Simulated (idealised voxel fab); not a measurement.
A process module follows: voxel self aligned contacts.
Cross-sectional view cut (width: 180 nm; square cell size: 5 nm).
Heads up, the way a cross-section reads in here is a grid of square cells, handed over as bands from the top down, with every band being one or more rows of cells. For a band, the entry starts with two heights in nm, that of the top and then that of the bottom, and carries on with the band's materials in order from left to right, each alongside its width in nm; the word "all across" beside a single material means it fills the band edge to edge, and "blank" means empty space. Below 0: as-received wafer, all one material; heights counted from there. Lowest band: no bottom, goes on down, written "0 and below". The expression "30->40" gives the width at the extremes of the band, the first number at its top row of cells and the second at its bottom row, with the width changing by equal amounts from each row to the next in between. Given "remains unaltered" for a step, no cell of the cross-section differs between before and after that step. Closed cavities: empty space of 8 cells or more with no open way to the top, each as width x height at its distance from the left edge, in nm. Whatever follows a step's settings on its line is a remark the simulator itself makes about that step. For masked steps, "overlay nm" on the step line gives how far right of plan the mask actually lay; a minus sign means it lay to the left.
-- plan
| 1 | RECEIVE (material Si) |
| 2 | CONFORMAL_DEP (material SiO2; thk nm 5) |
| 3 | DIRECTIONAL_DEP (material polySi; thk nm 20) |
| 4 | DIRECTIONAL_DEP (material SiN; thk nm 15) |
| 5 | PATTERN (tone cover; mask id GATE; material resist; width nm 20; pitch nm 60; thk nm 20; overlay nm 0) |
| 6 | DIRECTIONAL_ETCH (etch materials SiN; depth nm 15) |
| 7 | DIRECTIONAL_ETCH (etch materials polySi; depth nm 20) |
| 8 | STRIP (etch materials resist) |
| 9 | CONFORMAL_DEP (material SiN; thk nm 5) |
| 10 | DIRECTIONAL_ETCH (etch materials SiN; depth nm 5) |
| 11 | FILL_DEP (material SiO2; thk nm 15) |
| 12 | CMP (height nm 50) |
| 13 | PATTERN (tone open; mask id CONTACT; material resist; width nm 40; thk nm 15; overlay nm 0) |
| 14 | DIRECTIONAL_ETCH (etch materials SiO2; depth nm 50) |
| 15 | STRIP (etch materials resist) |
| 16 | CONFORMAL_DEP (material TiN; thk nm 5) |
| 17 | FILL_DEP (material Ru; thk nm 10) |
| 18 | CMP (height nm 50) |
| 19 | CONFORMAL_DEP (material SiN; thk nm 5) |
The width nm used in step 5 is not the same on every wafer, whereas the starting condition is; the value printed in the plan is the first wafer's.
-- Cut through the first of several wafers as received, post step 1
0 and below | Si all across
Closed cavities: none
-- Tabulated below, wafer by wafer, are the end-of-module results: for each material, the number of cells gained (+) or lost (-) relative to the as-received state, followed by the closed voids
width nm 20 | +38 Ru | +88 SiN | +212 SiO2 | +26 TiN | +32 polySi | Closed cavities: none
width nm 25 | +30 Ru | +94 SiN | +206 SiO2 | +26 TiN | +40 polySi | Closed cavities: none
width nm 30 | +22 Ru | +100 SiN | +200 SiO2 | +26 TiN | +48 polySi | Closed cavities: none
width nm 35 | +14 Ru | +106 SiN | +194 SiO2 | +26 TiN | +56 polySi | Closed cavities: none
width nm 40 | +6 Ru | +112 SiN | +188 SiO2 | +26 TiN | +64 polySi | Closed cavities: none
width nm 45 | +6 Ru | +118 SiN | +182 SiO2 | +18 TiN | +72 polySi | Closed cavities: none
